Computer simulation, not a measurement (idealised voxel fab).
The process module presented herein is designated voxel transistor to metal.
Section shown: cut. Width: 165 nm. Cell size: 5 nm, square.
Throughout this document, each cross-section is represented as a grid of square cells and is presented as a sequence of bands enumerated from the top downward, where a band comprises one or more rows of cells.
In this notation a band is specified by the heights of its top and bottom, in that order and in nm, after which its materials appear from left to right, each paired with its width in nm. The word "edge to edge" attached to a single material means that material fills the band from edge to edge; the word "empty" stands for empty space.
Measure heights from 0. That's the level where, below it, the as-received wafer is all one material. The lowest band is bottomless and extends downward; write it as in "top 0, no bottom".
You'd read "30->40" like this: the band's top row of cells is as wide as the first number, its bottom row is as wide as the second, and going down, every row changes width by the same amount as the row before did.
It should be understood that the words "nothing changed", when stated for a given step, signify that the cross-section underwent no change in any of its cells during that step.
Each empty space that has no open way to the top and spans at least 8 cells appears under "Enclosed void catalog" as width x height at distance, the distance counted from the left edge, all in nm.
That trailing text on a step's line, after the settings, is the simulator's own remark on the step.
overlay nm: right-of-plan distance of the mask on a masked step; negative values mean left-of-plan.
Below you will find pairs of cross-sections. In each, one shows the wafer before one process step and the other after it, with the after view ending at the lowest band that changed. Under each pair is the step separating them, along with its settings. Do not assume the pairs form a chain: they can come from different runs of this module on the same starting wafer, and a pair continues from the pair above it only when its "Snapshot before" entry says so.

### Snapshot before
- top 105, bottom 100: 40 nm TiN; 10 nm empty; 65 nm TiN; 10 nm empty; 40 nm TiN
- top 100, bottom 90: 35 nm lowk; 5 nm TiN; 10 nm empty; 5 nm TiN; 55 nm lowk; 5 nm TiN; 10 nm empty; 5 nm TiN; 35 nm lowk
- top 90, bottom 85: 35 nm lowk; 5 nm TiN; 5 nm empty; 10 nm TiN; 55 nm lowk; 5 nm TiN; 5 nm empty; 10 nm TiN; 35 nm lowk
- top 85, bottom 75: 35 nm lowk; 5 nm TiN; 5 nm empty; 5 nm TiN; 60 nm lowk; 5 nm TiN; 5 nm empty; 5 nm TiN; 40 nm lowk
- top 75, bottom 70: 35 nm SiCN; 15 nm TiN; 60 nm SiCN; 15 nm TiN; 40 nm SiCN
- top 70, bottom 55: 35 nm lowk; 5 nm TiN; 10 nm Ru; 5 nm TiN; 55 nm lowk; 5 nm TiN; 10 nm Ru; 5 nm TiN; 35 nm lowk
- top 55, bottom 50: 35 nm SiN; 20 nm TiN; 55 nm SiN; 20 nm TiN; 35 nm SiN
- top 50, bottom 35: 35 nm SiO2; 5 nm TiN; 10 nm Ru; 5 nm TiN; 55 nm SiO2; 5 nm TiN; 10 nm Ru; 5 nm TiN; 35 nm SiO2
- top 35, bottom 25: 35 nm SiO2; 5 nm TiN; 10 nm Ru; 5 nm TiN; 5 nm SiO2; 10 nm SiN; 5 nm SiO2; 15 nm SiCN; 5 nm SiO2; 10 nm SiN; 5 nm SiO2; 5 nm TiN; 10 nm Ru; 5 nm TiN; 35 nm SiO2
- top 25, bottom 10: 35 nm SiO2; 5 nm TiN; 10 nm Ru; 5 nm TiN; 5 nm SiO2; 10 nm SiN; 5 nm SiO2; 15 nm polySi; 5 nm SiO2; 10 nm SiN; 5 nm SiO2; 5 nm TiN; 10 nm Ru; 5 nm TiN; 35 nm SiO2
- top 10, bottom 5: 25 nm SiO2; 10 nm SiN; 20 nm TiN; 5 nm SiO2; 10 nm SiN; 5 nm SiO2; 15 nm polySi; 5 nm SiO2; 10 nm SiN; 5 nm SiO2; 20 nm TiN; 10 nm SiN; 25 nm SiO2
- top 5, bottom 0: 25 nm SiO2; 10 nm SiN; 10 nm nSi; 5 nm TiN; 10 nm nSi; 10 nm SiN; 5 nm SiO2; 15 nm polySi; 5 nm SiO2; 10 nm SiN; 10 nm nSi; 5 nm TiN; 10 nm nSi; 10 nm SiN; 25 nm SiO2
- top 0, bottom -5: 35 nm SiO2; 25 nm nSi; 45 nm SiO2; 25 nm nSi; 35 nm SiO2
- top -5, bottom -10: 25 nm SiO2; 10 nm Si; 25 nm nSi; 45 nm Si; 25 nm nSi; 10 nm Si; 25 nm SiO2
- top -10, bottom -20: 25 nm SiO2; 115 nm Si; 25 nm SiO2
- top -20, no bottom: Si edge to edge
- Enclosed void catalog: none

### Post-Process View
- top 115, bottom 105: Ru edge to edge
- top 105, bottom 100: 40 nm TiN; 10 nm Ru; 65 nm TiN; 10 nm Ru; 40 nm TiN
- top 100, bottom 90: 35 nm lowk; 5 nm TiN; 10 nm Ru; 5 nm TiN; 55 nm lowk; 5 nm TiN; 10 nm Ru; 5 nm TiN; 35 nm lowk
- top 90, bottom 85: 35 nm lowk; 5 nm TiN; 5 nm Ru; 10 nm TiN; 55 nm lowk; 5 nm TiN; 5 nm Ru; 10 nm TiN; 35 nm lowk
- top 85, bottom 75: 35 nm lowk; 5 nm TiN; 5 nm Ru; 5 nm TiN; 60 nm lowk; 5 nm TiN; 5 nm Ru; 5 nm TiN; 40 nm lowk
- Everything under 75 stays put, no change at all.
- Enclosed void catalog: none
The process step separating the two cross-sections depicted above is as follows: FILL_DEP: material Ru, thk nm 10

Snapshot before: after-step cross-section of the pair just above applies.

### Post-Process View
- top 100, bottom 90: 35 nm lowk; 5 nm TiN; 10 nm Ru; 5 nm TiN; 55 nm lowk; 5 nm TiN; 10 nm Ru; 5 nm TiN; 35 nm lowk
- Everything under 90 stays put, no change at all.
- Enclosed void catalog: none
The process step separating the two cross-sections depicted above is as follows: CMP: height nm 100

Snapshot before: after-step cross-section of the pair just above applies.

### Post-Process View
- top 105, bottom 100: SiCN edge to edge
- Everything under 100 stays put, no change at all.
- Enclosed void catalog: none
The process step separating the two cross-sections depicted above is as follows: CONFORMAL_DEP: material SiCN, thk nm 5

### Snapshot before
- top 35, bottom 20: SiO2 edge to edge
- top 20, bottom 5: 25 nm SiO2; 115 nm SiN; 25 nm SiO2
- top 5, bottom 0: SiO2 edge to edge
- top 0, bottom -20: 25 nm SiO2; 115 nm Si; 25 nm SiO2
- top -20, no bottom: Si edge to edge
- Enclosed void catalog: none

### Post-Process View
- top 30, bottom 20: SiO2 edge to edge
- Everything under 20 stays put, no change at all.
- Enclosed void catalog: none
The process step separating the two cross-sections depicted above is as follows: SELECTIVE_ETCH: etch materials SiO2, depth nm 5

Snapshot before: after-step cross-section of the pair just above applies.

### Post-Process View
- top 25, bottom 20: SiO2 edge to edge
- Everything under 20 stays put, no change at all.
- Enclosed void catalog: none
The process step separating the two cross-sections depicted above is as follows: SELECTIVE_ETCH: etch materials SiO2, depth nm 5

Snapshot before: after-step cross-section of the pair just above applies.

### Post-Process View
- top 50, bottom 25: polySi edge to edge
- Everything under 25 stays put, no change at all.
- Enclosed void catalog: none
The process step separating the two cross-sections depicted above is as follows: DIRECTIONAL_DEP: material polySi, thk nm 25

Snapshot before: after-step cross-section of the pair just above applies.

### Post-Process View
- top 60, bottom 50: SiCN edge to edge
- Everything under 50 stays put, no change at all.
- Enclosed void catalog: none
The process step separating the two cross-sections depicted above is as follows: DIRECTIONAL_DEP: material SiCN, thk nm 10

Snapshot before: after-step cross-section of the pair just above applies.

### Post-Process View
- top 60, bottom 50: 75 nm empty; 15 nm SiCN; 75 nm empty
- Everything under 50 stays put, no change at all.
- Enclosed void catalog: none
The process step separating the two cross-sections depicted above is as follows: MASKED_ETCH: tone cover, mask id GATE, width nm 15, etch materials SiCN, depth nm 20, overlay nm 0

Snapshot before: after-step cross-section of the pair just above applies.

### Post-Process View
- top 60, bottom 50: 75 nm empty; 15 nm SiCN; 75 nm empty
- top 50, bottom 25: 75 nm empty; 15 nm polySi; 75 nm empty
- Everything under 25 stays put, no change at all.
- Enclosed void catalog: none
The process step separating the two cross-sections depicted above is as follows: MASKED_ETCH: tone cover, mask id GATE, width nm 15, etch materials polySi, depth nm 35, overlay nm 0

Snapshot before: after-step cross-section of the pair just above applies.

### Post-Process View
- top 65, bottom 60: 70 nm empty; 25 nm SiO2; 70 nm empty
- top 60, bottom 50: 70 nm empty; 5 nm SiO2; 15 nm SiCN; 5 nm SiO2; 70 nm empty
- top 50, bottom 30: 70 nm empty; 5 nm SiO2; 15 nm polySi; 5 nm SiO2; 70 nm empty
- top 30, bottom 25: 75 nm SiO2; 15 nm polySi; 75 nm SiO2
- Everything under 25 stays put, no change at all.
- Enclosed void catalog: none
The process step separating the two cross-sections depicted above is as follows: CONFORMAL_DEP: material SiO2, thk nm 5

Snapshot before: after-step cross-section of the pair just above applies.

### Post-Process View
- top 60, bottom 50: 70 nm empty; 5 nm SiO2; 15 nm SiCN; 5 nm SiO2; 70 nm empty
- top 50, bottom 25: 70 nm empty; 5 nm SiO2; 15 nm polySi; 5 nm SiO2; 70 nm empty
- Everything under 25 stays put, no change at all.
- Enclosed void catalog: none
The process step separating the two cross-sections depicted above is as follows: DIRECTIONAL_ETCH: etch materials SiO2, depth nm 5

Snapshot before: after-step cross-section of the pair just above applies.

### Post-Process View
- top 70, bottom 60: 60 nm empty; 45 nm SiN; 60 nm empty
- top 60, bottom 50: 60 nm empty; 10 nm SiN; 5 nm SiO2; 15 nm SiCN; 5 nm SiO2; 10 nm SiN; 60 nm empty
- top 50, bottom 35: 60 nm empty; 10 nm SiN; 5 nm SiO2; 15 nm polySi; 5 nm SiO2; 10 nm SiN; 60 nm empty
- top 35, bottom 25: 70 nm SiN; 5 nm SiO2; 15 nm polySi; 5 nm SiO2; 70 nm SiN
- Everything under 25 stays put, no change at all.
- Enclosed void catalog: none
The process step separating the two cross-sections depicted above is as follows: CONFORMAL_DEP: material SiN, thk nm 10

Snapshot before: after-step cross-section of the pair just above applies.

### Post-Process View
- top 60, bottom 50: 60 nm empty; 10 nm SiN; 5 nm SiO2; 15 nm SiCN; 5 nm SiO2; 10 nm SiN; 60 nm empty
- top 50, bottom 25: 60 nm empty; 10 nm SiN; 5 nm SiO2; 15 nm polySi; 5 nm SiO2; 10 nm SiN; 60 nm empty
- Everything under 25 stays put, no change at all.
- Enclosed void catalog: none
The process step separating the two cross-sections depicted above is as follows: DIRECTIONAL_ETCH: etch materials SiN, depth nm 10

Snapshot before: after-step cross-section of the pair just above applies.

### Post-Process View
- top 60, bottom 55: 60 nm empty; 10 nm SiN; 5 nm empty; 15 nm SiCN; 5 nm empty; 10 nm SiN; 60 nm empty
- top 55, bottom 50: 60 nm empty; 10 nm SiN; 5 nm SiO2; 15 nm SiCN; 5 nm SiO2; 10 nm SiN; 60 nm empty
- top 50, bottom 25: 60 nm empty; 10 nm SiN; 5 nm SiO2; 15 nm polySi; 5 nm SiO2; 10 nm SiN; 60 nm empty
- top 25, bottom 20: 60 nm empty; 45 nm SiO2; 60 nm empty
- Everything under 20 stays put, no change at all.
- Enclosed void catalog: none
The process step separating the two cross-sections depicted above is as follows: DIRECTIONAL_ETCH: etch materials SiO2, depth nm 5

Snapshot before: after-step cross-section of the pair just above applies.

### Post-Process View
- top 70, bottom 60: SiO2 edge to edge
- top 60, bottom 50: 60 nm SiO2; 10 nm SiN; 5 nm SiO2; 15 nm SiCN; 5 nm SiO2; 10 nm SiN; 60 nm SiO2
- top 50, bottom 25: 60 nm SiO2; 10 nm SiN; 5 nm SiO2; 15 nm polySi; 5 nm SiO2; 10 nm SiN; 60 nm SiO2
- top 25, bottom 20: SiO2 edge to edge
- Everything under 20 stays put, no change at all.
- Enclosed void catalog: none
The process step separating the two cross-sections depicted above is as follows: FILL_DEP: material SiO2, thk nm 10

Snapshot before: after-step cross-section of the pair just above applies.

### Post-Process View
- top 35, bottom 25: 60 nm SiO2; 10 nm SiN; 5 nm SiO2; 15 nm polySi; 5 nm SiO2; 10 nm SiN; 60 nm SiO2
- Everything under 25 stays put, no change at all.
- Enclosed void catalog: none
The process step separating the two cross-sections depicted above is as follows: CMP: height nm 35

Snapshot before: after-step cross-section of the pair just above applies.

### Post-Process View
- top 50, bottom 35: SiO2 edge to edge
- Everything under 35 stays put, no change at all.
- Enclosed void catalog: none
The process step separating the two cross-sections depicted above is as follows: DIRECTIONAL_DEP: material SiO2, thk nm 15

Snapshot before: after-step cross-section of the pair just above applies.

### Post-Process View
- top 70, bottom 50: 35 nm resist; 20 nm empty; 55 nm resist; 20 nm empty; 35 nm resist
- Everything under 50 stays put, no change at all.
- Enclosed void catalog: none
The process step separating the two cross-sections depicted above is as follows: PATTERN: tone open, mask id CONTACT, material resist, width nm 20, pitch nm 75, thk nm 20, overlay nm 0

Snapshot before: after-step cross-section of the pair just above applies.

### Post-Process View
- top 70, bottom 50: 35 nm resist; 20 nm empty; 55 nm resist; 20 nm empty; 35 nm resist
- top 50, bottom 35: 35 nm SiO2; 20 nm empty; 55 nm SiO2; 20 nm empty; 35 nm SiO2
- top 35, bottom 25: 35 nm SiO2; 20 nm empty; 5 nm SiO2; 10 nm SiN; 5 nm SiO2; 15 nm polySi; 5 nm SiO2; 10 nm SiN; 5 nm SiO2; 20 nm empty; 35 nm SiO2
- top 25, bottom 20: 35 nm SiO2; 20 nm empty; 55 nm SiO2; 20 nm empty; 35 nm SiO2
- Everything under 20 stays put, no change at all.
- Enclosed void catalog: none
The process step separating the two cross-sections depicted above is as follows: DIRECTIONAL_ETCH: etch materials SiO2, depth nm 50

Snapshot before: after-step cross-section of the pair just above applies.

### Post-Process View
- top 50, bottom 35: 35 nm SiO2; 20 nm empty; 55 nm SiO2; 20 nm empty; 35 nm SiO2
- Everything under 35 stays put, no change at all.
- Enclosed void catalog: none
The process step separating the two cross-sections depicted above is as follows: STRIP: etch materials resist

Snapshot before: after-step cross-section of the pair just above applies.

### Post-Process View
- top 55, bottom 50: 40 nm TiN; 10 nm empty; 65 nm TiN; 10 nm empty; 40 nm TiN
- top 50, bottom 35: 35 nm SiO2; 5 nm TiN; 10 nm empty; 5 nm TiN; 55 nm SiO2; 5 nm TiN; 10 nm empty; 5 nm TiN; 35 nm SiO2
- top 35, bottom 25: 35 nm SiO2; 5 nm TiN; 10 nm empty; 5 nm TiN; 5 nm SiO2; 10 nm SiN; 5 nm SiO2; 15 nm polySi; 5 nm SiO2; 10 nm SiN; 5 nm SiO2; 5 nm TiN; 10 nm empty; 5 nm TiN; 35 nm SiO2
- top 25, bottom 20: 35 nm SiO2; 20 nm TiN; 55 nm SiO2; 20 nm TiN; 35 nm SiO2
- Everything under 20 stays put, no change at all.
- Enclosed void catalog: none
The process step separating the two cross-sections depicted above is as follows: CONFORMAL_DEP: material TiN, thk nm 5

Snapshot before: after-step cross-section of the pair just above applies.

### Post-Process View
- top 65, bottom 55: Ru edge to edge
- top 55, bottom 50: 40 nm TiN; 10 nm Ru; 65 nm TiN; 10 nm Ru; 40 nm TiN
- top 50, bottom 35: 35 nm SiO2; 5 nm TiN; 10 nm Ru; 5 nm TiN; 55 nm SiO2; 5 nm TiN; 10 nm Ru; 5 nm TiN; 35 nm SiO2
- top 35, bottom 25: 35 nm SiO2; 5 nm TiN; 10 nm Ru; 5 nm TiN; 5 nm SiO2; 10 nm SiN; 5 nm SiO2; 15 nm polySi; 5 nm SiO2; 10 nm SiN; 5 nm SiO2; 5 nm TiN; 10 nm Ru; 5 nm TiN; 35 nm SiO2
- Everything under 25 stays put, no change at all.
- Enclosed void catalog: none
The process step separating the two cross-sections depicted above is as follows: FILL_DEP: material Ru, thk nm 10

Snapshot before: after-step cross-section of the pair just above applies.

### Post-Process View
- top 50, bottom 35: 35 nm SiO2; 5 nm TiN; 10 nm Ru; 5 nm TiN; 55 nm SiO2; 5 nm TiN; 10 nm Ru; 5 nm TiN; 35 nm SiO2
- Everything under 35 stays put, no change at all.
- Enclosed void catalog: none
The process step separating the two cross-sections depicted above is as follows: CMP: height nm 50

Snapshot before: after-step cross-section of the pair just above applies.

### Post-Process View
- top 55, bottom 50: SiN edge to edge
- Everything under 50 stays put, no change at all.
- Enclosed void catalog: none
The process step separating the two cross-sections depicted above is as follows: CONFORMAL_DEP: material SiN, thk nm 5

Snapshot before: after-step cross-section of the pair just above applies.

### Post-Process View
- top 70, bottom 55: lowk edge to edge
- Everything under 55 stays put, no change at all.
- Enclosed void catalog: none
The process step separating the two cross-sections depicted above is as follows: DIRECTIONAL_DEP: material lowk, thk nm 15

Snapshot before: after-step cross-section of the pair just above applies.

### Post-Process View
- top 85, bottom 70: 35 nm resist; 20 nm empty; 55 nm resist; 20 nm empty; 35 nm resist
- Everything under 70 stays put, no change at all.
- Enclosed void catalog: none
The process step separating the two cross-sections depicted above is as follows: PATTERN: tone open, mask id METAL_1, material resist, width nm 20, pitch nm 75, thk nm 15, overlay nm 0

Snapshot before: after-step cross-section of the pair just above applies.

### Post-Process View
- top 85, bottom 70: 35 nm resist; 20 nm empty; 55 nm resist; 20 nm empty; 35 nm resist
- top 70, bottom 55: 35 nm lowk; 20 nm empty; 55 nm lowk; 20 nm empty; 35 nm lowk
- Everything under 55 stays put, no change at all.
- Enclosed void catalog: none
The process step separating the two cross-sections depicted above is as follows: DIRECTIONAL_ETCH: etch materials lowk, depth nm 15

Snapshot before: after-step cross-section of the pair just above applies.

### Post-Process View
- top 85, bottom 70: 35 nm resist; 20 nm empty; 55 nm resist; 20 nm empty; 35 nm resist
- top 70, bottom 55: 35 nm lowk; 20 nm empty; 55 nm lowk; 20 nm empty; 35 nm lowk
- top 55, bottom 50: 35 nm SiN; 20 nm empty; 55 nm SiN; 20 nm empty; 35 nm SiN
- Everything under 50 stays put, no change at all.
- Enclosed void catalog: none
The process step separating the two cross-sections depicted above is as follows: DIRECTIONAL_ETCH: etch materials SiN, depth nm 5

Snapshot before: after-step cross-section of the pair just above applies.

### Post-Process View
- top 70, bottom 55: 35 nm lowk; 20 nm empty; 55 nm lowk; 20 nm empty; 35 nm lowk
- Everything under 55 stays put, no change at all.
- Enclosed void catalog: none
The process step separating the two cross-sections depicted above is as follows: STRIP: etch materials resist

Snapshot before: after-step cross-section of the pair just above applies.

### Post-Process View
- top 75, bottom 70: 40 nm TiN; 10 nm empty; 65 nm TiN; 10 nm empty; 40 nm TiN
- top 70, bottom 55: 35 nm lowk; 5 nm TiN; 10 nm empty; 5 nm TiN; 55 nm lowk; 5 nm TiN; 10 nm empty; 5 nm TiN; 35 nm lowk
- top 55, bottom 50: 35 nm SiN; 20 nm TiN; 55 nm SiN; 20 nm TiN; 35 nm SiN
- Everything under 50 stays put, no change at all.
- Enclosed void catalog: none
The process step separating the two cross-sections depicted above is as follows: CONFORMAL_DEP: material TiN, thk nm 5

Snapshot before: after-step cross-section of the pair just above applies.

### Post-Process View
- top 80, bottom 75: Ru edge to edge
- top 75, bottom 70: 40 nm TiN; 10 nm Ru; 65 nm TiN; 10 nm Ru; 40 nm TiN
- top 70, bottom 55: 35 nm lowk; 5 nm TiN; 10 nm Ru; 5 nm TiN; 55 nm lowk; 5 nm TiN; 10 nm Ru; 5 nm TiN; 35 nm lowk
- Everything under 55 stays put, no change at all.
- Enclosed void catalog: none
The process step separating the two cross-sections depicted above is as follows: FILL_DEP: material Ru, thk nm 5

Snapshot before: after-step cross-section of the pair just above applies.

### Post-Process View
- top 70, bottom 55: 35 nm lowk; 5 nm TiN; 10 nm Ru; 5 nm TiN; 55 nm lowk; 5 nm TiN; 10 nm Ru; 5 nm TiN; 35 nm lowk
- Everything under 55 stays put, no change at all.
- Enclosed void catalog: none
The process step separating the two cross-sections depicted above is as follows: CMP: height nm 70

Snapshot before: after-step cross-section of the pair just above applies.

### Post-Process View
- top 75, bottom 70: SiCN edge to edge
- Everything under 70 stays put, no change at all.
- Enclosed void catalog: none
The process step separating the two cross-sections depicted above is as follows: CONFORMAL_DEP: material SiCN, thk nm 5

Snapshot before: after-step cross-section of the pair just above applies.

### Post-Process View
- top 100, bottom 75: lowk edge to edge
- Everything under 75 stays put, no change at all.
- Enclosed void catalog: none
The process step separating the two cross-sections depicted above is as follows: DIRECTIONAL_DEP: material lowk, thk nm 25

Snapshot before: after-step cross-section of the pair just above applies.

### Post-Process View
- top 100, bottom 75: 35 nm lowk; 15 nm empty; 60 nm lowk; 15 nm empty; 40 nm lowk
- Everything under 75 stays put, no change at all.
- Enclosed void catalog: none
The process step separating the two cross-sections depicted above is as follows: MASKED_ETCH: tone open, mask id METAL_2_HOLES, width nm 15, pitch nm 75, etch materials lowk, depth nm 25, overlay nm 0

Snapshot before: after-step cross-section of the pair just above applies.

### Post-Process View
- top 110, bottom 100: 35 nm aC; 15 nm empty; 60 nm aC; 15 nm empty; 40 nm aC
- top 100, bottom 85: 35 nm lowk; 15 nm empty; 60 nm lowk; 15 nm empty; 40 nm lowk
- top 85, bottom 75: 35 nm lowk; 15 nm aC; 60 nm lowk; 15 nm aC; 40 nm lowk
- Everything under 75 stays put, no change at all.
- Enclosed void catalog: none
The process step separating the two cross-sections depicted above is as follows: DIRECTIONAL_DEP: material aC, thk nm 10

Snapshot before: after-step cross-section of the pair just above applies.

### Post-Process View
- top 135, bottom 110: 35 nm resist; 20 nm empty; 55 nm resist; 20 nm empty; 35 nm resist
- Everything under 110 stays put, no change at all.
- Enclosed void catalog: none
The process step separating the two cross-sections depicted above is as follows: PATTERN: tone open, mask id METAL_2, material resist, width nm 20, pitch nm 75, thk nm 25, overlay nm 0

Snapshot before: after-step cross-section of the pair just above applies.

### Post-Process View
- top 125, bottom 110: 35 nm resist; 20 nm empty; 55 nm resist; 20 nm empty; 35 nm resist
- top 110, bottom 100: 35 nm aC; 20 nm empty; 55 nm aC; 20 nm empty; 35 nm aC
- top 100, bottom 75: 35 nm lowk; 15 nm empty; 60 nm lowk; 15 nm empty; 40 nm lowk
- Everything under 75 stays put, no change at all.
- Enclosed void catalog: none
The process step separating the two cross-sections depicted above is as follows: DIRECTIONAL_ETCH: etch materials aC, depth nm 10

Snapshot before: after-step cross-section of the pair just above applies.

### Post-Process View
- top 110, bottom 100: 35 nm aC; 20 nm empty; 55 nm aC; 20 nm empty; 35 nm aC
- Everything under 100 stays put, no change at all.
- Enclosed void catalog: none
The process step separating the two cross-sections depicted above is as follows: STRIP: etch materials resist

Snapshot before: after-step cross-section of the pair just above applies.

### Post-Process View
- top 110, bottom 100: 35 nm aC; 20 nm empty; 55 nm aC; 20 nm empty; 35 nm aC
- top 100, bottom 85: 35 nm lowk; 20 nm empty; 55 nm lowk; 20 nm empty; 35 nm lowk
- Everything under 85 stays put, no change at all.
- Enclosed void catalog: none
The process step separating the two cross-sections depicted above is as follows: DIRECTIONAL_ETCH: etch materials lowk, depth nm 15

Snapshot before: after-step cross-section of the pair just above applies.

### Post-Process View
- top 110, bottom 100: 35 nm aC; 20 nm empty; 55 nm aC; 20 nm empty; 35 nm aC
- top 100, bottom 85: 35 nm lowk; 20 nm empty; 55 nm lowk; 20 nm empty; 35 nm lowk
- top 85, bottom 75: 35 nm lowk; 15 nm empty; 60 nm lowk; 15 nm empty; 40 nm lowk
- top 75, bottom 70: 35 nm SiCN; 15 nm empty; 60 nm SiCN; 15 nm empty; 40 nm SiCN
- Everything under 70 stays put, no change at all.
- Enclosed void catalog: none
The process step separating the two cross-sections depicted above is as follows: DIRECTIONAL_ETCH: etch materials SiCN, depth nm 5

Snapshot before: after-step cross-section of the pair just above applies.

### Post-Process View
- top 100, bottom 85: 35 nm lowk; 20 nm empty; 55 nm lowk; 20 nm empty; 35 nm lowk
- Everything under 85 stays put, no change at all.
- Enclosed void catalog: none
The process step separating the two cross-sections depicted above is as follows: STRIP: etch materials aC

Snapshot before: after-step cross-section of the pair just above applies.

### Post-Process View
- top 105, bottom 100: 40 nm TiN; 10 nm empty; 65 nm TiN; 10 nm empty; 40 nm TiN
- top 100, bottom 90: 35 nm lowk; 5 nm TiN; 10 nm empty; 5 nm TiN; 55 nm lowk; 5 nm TiN; 10 nm empty; 5 nm TiN; 35 nm lowk
- top 90, bottom 85: 35 nm lowk; 5 nm TiN; 5 nm empty; 10 nm TiN; 55 nm lowk; 5 nm TiN; 5 nm empty; 10 nm TiN; 35 nm lowk
- top 85, bottom 75: 35 nm lowk; 5 nm TiN; 5 nm empty; 5 nm TiN; 60 nm lowk; 5 nm TiN; 5 nm empty; 5 nm TiN; 40 nm lowk
- top 75, bottom 70: 35 nm SiCN; 15 nm TiN; 60 nm SiCN; 15 nm TiN; 40 nm SiCN
- Everything under 70 stays put, no change at all.
- Enclosed void catalog: none
The process step separating the two cross-sections depicted above is as follows: CONFORMAL_DEP: material TiN, thk nm 5

Snapshot before: after-step cross-section of the pair just above applies.

### Post-Process View
- top 115, bottom 105: Ru edge to edge
- top 105, bottom 100: 40 nm TiN; 10 nm Ru; 65 nm TiN; 10 nm Ru; 40 nm TiN
- top 100, bottom 90: 35 nm lowk; 5 nm TiN; 10 nm Ru; 5 nm TiN; 55 nm lowk; 5 nm TiN; 10 nm Ru; 5 nm TiN; 35 nm lowk
- top 90, bottom 85: 35 nm lowk; 5 nm TiN; 5 nm Ru; 10 nm TiN; 55 nm lowk; 5 nm TiN; 5 nm Ru; 10 nm TiN; 35 nm lowk
- top 85, bottom 75: 35 nm lowk; 5 nm TiN; 5 nm Ru; 5 nm TiN; 60 nm lowk; 5 nm TiN; 5 nm Ru; 5 nm TiN; 40 nm lowk
- Everything under 75 stays put, no change at all.
- Enclosed void catalog: none
The process step separating the two cross-sections depicted above is as follows: FILL_DEP: material Ru, thk nm 10

Snapshot before: after-step cross-section of the pair just above applies.

### Post-Process View
- top 100, bottom 90: 35 nm lowk; 5 nm TiN; 10 nm Ru; 5 nm TiN; 55 nm lowk; 5 nm TiN; 10 nm Ru; 5 nm TiN; 35 nm lowk
- Everything under 90 stays put, no change at all.
- Enclosed void catalog: none
The process step separating the two cross-sections depicted above is as follows: CMP: height nm 100

Snapshot before: after-step cross-section of the pair just above applies.

### Post-Process View
- top 105, bottom 100: SiCN edge to edge
- Everything under 100 stays put, no change at all.
- Enclosed void catalog: none
The process step separating the two cross-sections depicted above is as follows: CONFORMAL_DEP: material SiCN, thk nm 5

### Snapshot before
- top 50, bottom 35: SiO2 edge to edge
- top 35, bottom 25: 60 nm SiO2; 10 nm SiN; 5 nm SiO2; 15 nm SiCN; 5 nm SiO2; 10 nm SiN; 60 nm SiO2
- top 25, bottom 10: 60 nm SiO2; 10 nm SiN; 5 nm SiO2; 15 nm polySi; 5 nm SiO2; 10 nm SiN; 60 nm SiO2
- top 10, bottom 5: 25 nm SiO2; 10 nm SiN; 25 nm SiO2; 10 nm SiN; 5 nm SiO2; 15 nm polySi; 5 nm SiO2; 10 nm SiN; 25 nm SiO2; 10 nm SiN; 25 nm SiO2
- top 5, bottom 0: 25 nm SiO2; 10 nm SiN; 10 nm nSi; 5 nm SiO2; 10 nm nSi; 10 nm SiN; 5 nm SiO2; 15 nm polySi; 5 nm SiO2; 10 nm SiN; 10 nm nSi; 5 nm SiO2; 10 nm nSi; 10 nm SiN; 25 nm SiO2
- top 0, bottom -5: 35 nm SiO2; 25 nm nSi; 45 nm SiO2; 25 nm nSi; 35 nm SiO2
- top -5, bottom -10: 25 nm SiO2; 10 nm Si; 25 nm nSi; 45 nm Si; 25 nm nSi; 10 nm Si; 25 nm SiO2
- top -10, bottom -20: 25 nm SiO2; 115 nm Si; 25 nm SiO2
- top -20, no bottom: Si edge to edge
- Enclosed void catalog: none

### Post-Process View
- top 65, bottom 35: SiO2 edge to edge
- Everything under 35 stays put, no change at all.
- Enclosed void catalog: none
The process step separating the two cross-sections depicted above is as follows: DIRECTIONAL_DEP: material SiO2, thk nm 15

Snapshot before: after-step cross-section of the pair just above applies.

### Post-Process View
- top 85, bottom 65: 35 nm resist; 20 nm empty; 55 nm resist; 20 nm empty; 35 nm resist
- Everything under 65 stays put, no change at all.
- Enclosed void catalog: none
The process step separating the two cross-sections depicted above is as follows: PATTERN: tone open, mask id CONTACT, material resist, width nm 20, pitch nm 75, thk nm 20, overlay nm 0

Snapshot before: after-step cross-section of the pair just above applies.

### Post-Process View
- top 85, bottom 65: 35 nm resist; 20 nm empty; 55 nm resist; 20 nm empty; 35 nm resist
- top 65, bottom 35: 35 nm SiO2; 20 nm empty; 55 nm SiO2; 20 nm empty; 35 nm SiO2
- top 35, bottom 25: 35 nm SiO2; 20 nm empty; 5 nm SiO2; 10 nm SiN; 5 nm SiO2; 15 nm SiCN; 5 nm SiO2; 10 nm SiN; 5 nm SiO2; 20 nm empty; 35 nm SiO2
- top 25, bottom 15: 35 nm SiO2; 20 nm empty; 5 nm SiO2; 10 nm SiN; 5 nm SiO2; 15 nm polySi; 5 nm SiO2; 10 nm SiN; 5 nm SiO2; 20 nm empty; 35 nm SiO2
- Everything under 15 stays put, no change at all.
- Enclosed void catalog: none
The process step separating the two cross-sections depicted above is as follows: DIRECTIONAL_ETCH: etch materials SiO2, depth nm 50

Snapshot before: after-step cross-section of the pair just above applies.

### Post-Process View
- top 65, bottom 35: 35 nm SiO2; 20 nm empty; 55 nm SiO2; 20 nm empty; 35 nm SiO2
- Everything under 35 stays put, no change at all.
- Enclosed void catalog: none
The process step separating the two cross-sections depicted above is as follows: STRIP: etch materials resist

Snapshot before: after-step cross-section of the pair just above applies.

### Post-Process View
- top 70, bottom 65: 40 nm TiN; 10 nm empty; 65 nm TiN; 10 nm empty; 40 nm TiN
- top 65, bottom 35: 35 nm SiO2; 5 nm TiN; 10 nm empty; 5 nm TiN; 55 nm SiO2; 5 nm TiN; 10 nm empty; 5 nm TiN; 35 nm SiO2
- top 35, bottom 25: 35 nm SiO2; 5 nm TiN; 10 nm empty; 5 nm TiN; 5 nm SiO2; 10 nm SiN; 5 nm SiO2; 15 nm SiCN; 5 nm SiO2; 10 nm SiN; 5 nm SiO2; 5 nm TiN; 10 nm empty; 5 nm TiN; 35 nm SiO2
- top 25, bottom 20: 35 nm SiO2; 5 nm TiN; 10 nm empty; 5 nm TiN; 5 nm SiO2; 10 nm SiN; 5 nm SiO2; 15 nm polySi; 5 nm SiO2; 10 nm SiN; 5 nm SiO2; 5 nm TiN; 10 nm empty; 5 nm TiN; 35 nm SiO2
- top 20, bottom 15: 35 nm SiO2; 20 nm TiN; 5 nm SiO2; 10 nm SiN; 5 nm SiO2; 15 nm polySi; 5 nm SiO2; 10 nm SiN; 5 nm SiO2; 20 nm TiN; 35 nm SiO2
- Everything under 15 stays put, no change at all.
- Enclosed void catalog: none
The process step separating the two cross-sections depicted above is as follows: CONFORMAL_DEP: material TiN, thk nm 5
